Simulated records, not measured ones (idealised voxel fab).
Presented below is a process module, voxel tone inversion.
FYI the section here is cut, 235 nm wide, cells are 5 nm squares.
When this document writes out a cross-section, it uses a grid of square cells and lists it as bands, beginning at the top and moving down, with a band standing for one or more rows of cells. Top height, bottom height, nm. Materials left to right, width each, nm. Single material + "edge to edge" = fills band edge to edge. "air" = empty. Beneath 0, the wafer as received is one material, and that level is where height counting begins. The lowest band goes on downward without a bottom; it is written like "0 -> down". Note: "30..40" means the width goes from the first number (top row of the band) to the second number (bottom row) in equal steps per row of cells. "no modification" means the step left every cell of the cross-section as it was. Voids not open to the top, 8 cells minimum: see "Closed void table". Written width x height at distance; distance is from the left edge; nm. Step line, after settings: the simulator's comment on this step. Steps that use a mask can have "overlay nm" on their line. It says how far the mask sat to the right of where it was meant to be. Negative means to the left.

## Process steps (planned)
1. RECEIVE with material Si
2. CONFORMAL_DEP with material SiCN, thk nm 5
3. DIRECTIONAL_DEP with material aC, thk nm 20
4. PATTERN with tone cover, mask id POSTS, material resist, width nm 20, pitch nm 40, thk nm 30, overlay nm 0
5. DIRECTIONAL_ETCH with etch materials aC, depth nm 20
6. STRIP with etch materials resist
7. FILL_DEP with material SiO2, thk nm 10
8. CMP with height nm 25
9. STRIP with etch materials aC
10. CONFORMAL_DEP with material TiN, thk nm 5
11. FILL_DEP with material Ru, thk nm 10
12. CMP with height nm 25
13. CONFORMAL_DEP with material SiCN, thk nm 5

## First of two wafers - as planned

## Wafer as received: cross-section following step 1
    0 -> down | Si edge to edge
    Closed void table: none

## You're looking at a cross-section of the wafer after step 2
    5 -> 0 | SiCN edge to edge
    Below 0 it's all the same as before, nothing changed down there.

## You're looking at a cross-section of the wafer after step 3
    25 -> 5 | aC edge to edge
    Below 5 it's all the same as before, nothing changed down there.

## You're looking at a cross-section of the wafer after step 4
    55 -> 25 | air 85 nm, then resist 20 nm, then air 20 nm, then resist 20 nm, then air 90 nm
    Below 25 it's all the same as before, nothing changed down there.

## You're looking at a cross-section of the wafer after step 5
    35 -> 25 | air 85 nm, then resist 20 nm, then air 20 nm, then resist 20 nm, then air 90 nm
    25 -> 5 | air 85 nm, then aC 20 nm, then air 20 nm, then aC 20 nm, then air 90 nm
    Below 5 it's all the same as before, nothing changed down there.

## You're looking at a cross-section of the wafer after step 6
    25 -> 5 | air 85 nm, then aC 20 nm, then air 20 nm, then aC 20 nm, then air 90 nm
    Below 5 it's all the same as before, nothing changed down there.

## You're looking at a cross-section of the wafer after step 7
    35 -> 25 | SiO2 edge to edge
    25 -> 5 | SiO2 85 nm, then aC 20 nm, then SiO2 20 nm, then aC 20 nm, then SiO2 90 nm
    Below 5 it's all the same as before, nothing changed down there.

## You're looking at a cross-section of the wafer after step 8
    25 -> 5 | SiO2 85 nm, then aC 20 nm, then SiO2 20 nm, then aC 20 nm, then SiO2 90 nm
    Below 5 it's all the same as before, nothing changed down there.

## You're looking at a cross-section of the wafer after step 9
    25 -> 5 | SiO2 85 nm, then air 20 nm, then SiO2 20 nm, then air 20 nm, then SiO2 90 nm
    Below 5 it's all the same as before, nothing changed down there.

## You're looking at a cross-section of the wafer after step 10
    30 -> 25 | TiN 90 nm, then air 10 nm, then TiN 30 nm, then air 10 nm, then TiN 95 nm
    25 -> 10 | SiO2 85 nm, then TiN 5 nm, then air 10 nm, then TiN 5 nm, then SiO2 20 nm, then TiN 5 nm, then air 10 nm, then TiN 5 nm, then SiO2 90 nm
    10 -> 5 | SiO2 85 nm, then TiN 20 nm, then SiO2 20 nm, then TiN 20 nm, then SiO2 90 nm
    Below 5 it's all the same as before, nothing changed down there.

## You're looking at a cross-section of the wafer after step 11
    40 -> 30 | Ru edge to edge
    30 -> 25 | TiN 90 nm, then Ru 10 nm, then TiN 30 nm, then Ru 10 nm, then TiN 95 nm
    25 -> 10 | SiO2 85 nm, then TiN 5 nm, then Ru 10 nm, then TiN 5 nm, then SiO2 20 nm, then TiN 5 nm, then Ru 10 nm, then TiN 5 nm, then SiO2 90 nm
    Below 10 it's all the same as before, nothing changed down there.

## You're looking at a cross-section of the wafer after step 12
    25 -> 10 | SiO2 85 nm, then TiN 5 nm, then Ru 10 nm, then TiN 5 nm, then SiO2 20 nm, then TiN 5 nm, then Ru 10 nm, then TiN 5 nm, then SiO2 90 nm
    Below 10 it's all the same as before, nothing changed down there.

## You're looking at a cross-section of the wafer after step 13
    30 -> 25 | SiCN edge to edge
    Below 25 it's all the same as before, nothing changed down there.

## Second wafer: same start and same plan as the first, one execution error; identical to the first through step 1

## Cross-section of the second wafer corresponding to the planned conclusion of step 2
    20 -> 0 | aC edge to edge
    Below 0 it's all the same as before, nothing changed down there.

## Cross-section of the second wafer corresponding to the planned conclusion of step 3
    25 -> 20 | SiCN edge to edge
    Below 20 it's all the same as before, nothing changed down there.

## Cross-section of the second wafer corresponding to the planned conclusion of step 4
    55 -> 25 | air 85 nm, then resist 20 nm, then air 20 nm, then resist 20 nm, then air 90 nm
    Below 25 it's all the same as before, nothing changed down there.

## Cross-section of the second wafer corresponding to the planned conclusion of step 5
    35 -> 25 | air 85 nm, then resist 20 nm, then air 20 nm, then resist 20 nm, then air 90 nm
    Below 25 it's all the same as before, nothing changed down there.

## Cross-section of the second wafer corresponding to the planned conclusion of step 6
    25 -> 20 | SiCN edge to edge
    Below 20 it's all the same as before, nothing changed down there.

## Cross-section of the second wafer corresponding to the planned conclusion of step 7
    35 -> 25 | SiO2 edge to edge
    Below 25 it's all the same as before, nothing changed down there.

## Cross-section of the second wafer corresponding to the planned conclusion of step 8
    25 -> 20 | SiCN edge to edge
    Below 20 it's all the same as before, nothing changed down there.

Cross-section of the second wafer corresponding to the planned conclusion of step 9: no modification

## Cross-section of the second wafer corresponding to the planned conclusion of step 10
    30 -> 25 | TiN edge to edge
    Below 25 it's all the same as before, nothing changed down there.

## Cross-section of the second wafer corresponding to the planned conclusion of step 11
    40 -> 30 | Ru edge to edge
    Below 30 it's all the same as before, nothing changed down there.

## Cross-section of the second wafer corresponding to the planned conclusion of step 12
    25 -> 20 | SiCN edge to edge
    Below 20 it's all the same as before, nothing changed down there.

## Cross-section of the second wafer corresponding to the planned conclusion of step 13
    30 -> 20 | SiCN edge to edge
    Below 20 it's all the same as before, nothing changed down there.
Deviation noted in wafer processing: note: step 2 <-> step 3, run order reversed vs plan
FYI, end of process, the second wafer has more or fewer cells of some materials than the first: Ru -12 | SiO2 -156 | TiN -20 | aC +188
